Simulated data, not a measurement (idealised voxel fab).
The document below concerns the process module designated voxel double patterning.
Cross-section cut: width 140 nm, square cells of 5 nm.
In this document a cross-section is written as a grid of square cells. It is given as a series of bands, listed from the top down, and a band is one or more rows of cells. Heights first: top, then bottom, in nm. Then materials, left to right, each with a width in nm. "edge to edge" on a single material: fills the band edge to edge. "empty": empty space. Height reference: 0 = level under which incoming wafer is all one material. Lowest band: no bottom, runs on downward, e.g. "0 down". Think of "30 to 40" as a width that walks from the first number to the second as you go down the band, top row to bottom row, taking equal-sized steps from row to row. Basically "identical to before" means that step didn't change any cell in the cross-section. Closed void list: empty space of 8 cells or more with no open way to the top, each as width x height at its distance from the left edge, in nm. The remark found on a step's line after its settings is issued by the simulator itself and pertains to that step. overlay nm: mask offset rightward from planned place, masked step; negative means leftward offset.
THIS SECTION LISTS THE PROCESS STEPS THAT WERE PLANNED
step 1: RECEIVE with material Si
step 2: CONFORMAL_DEP with material SiO2, thk nm 5
step 3: DIRECTIONAL_DEP with material W, thk nm 15
step 4: DIRECTIONAL_DEP with material SiN, thk nm 5
step 5: MASKED_ETCH with tone open, mask id FIRST, width nm 15, pitch nm 50, etch materials SiN, depth nm 5, overlay nm 0
step 6: MASKED_ETCH with tone open, mask id SECOND, width nm 15, etch materials SiN, depth nm 5, overlay nm 0
step 7: DIRECTIONAL_ETCH with etch materials W, depth nm 15
step 8: STRIP with etch materials SiN
SHOWN IN CROSS-SECTION IS THE WAFER AS RECEIVED, THAT IS, AS IT STANDS AFTER STEP 1
- 0 down  Si edge to edge
- Closed void list: none
LOOK AT THE CROSS-SECTION AFTER THE MODULE: THE WAFER STARTED OUT THE WAY SHOWN ABOVE AND THE PLAN WAS THE ONE SHOWN ABOVE, YET ONE MISTAKE WAS MADE ALONG THE WAY
- 35 to 20  35 of W, 15 of empty, 10 of W, 15 of empty, 10 of W, 15 of empty, 40 of W
- 20 to 5  W edge to edge
- 5 to 0  SiO2 edge to edge
- 0 down  Si edge to edge
- Closed void list: none
Error vs. plan: heads up, step 3 of the plan got done twice
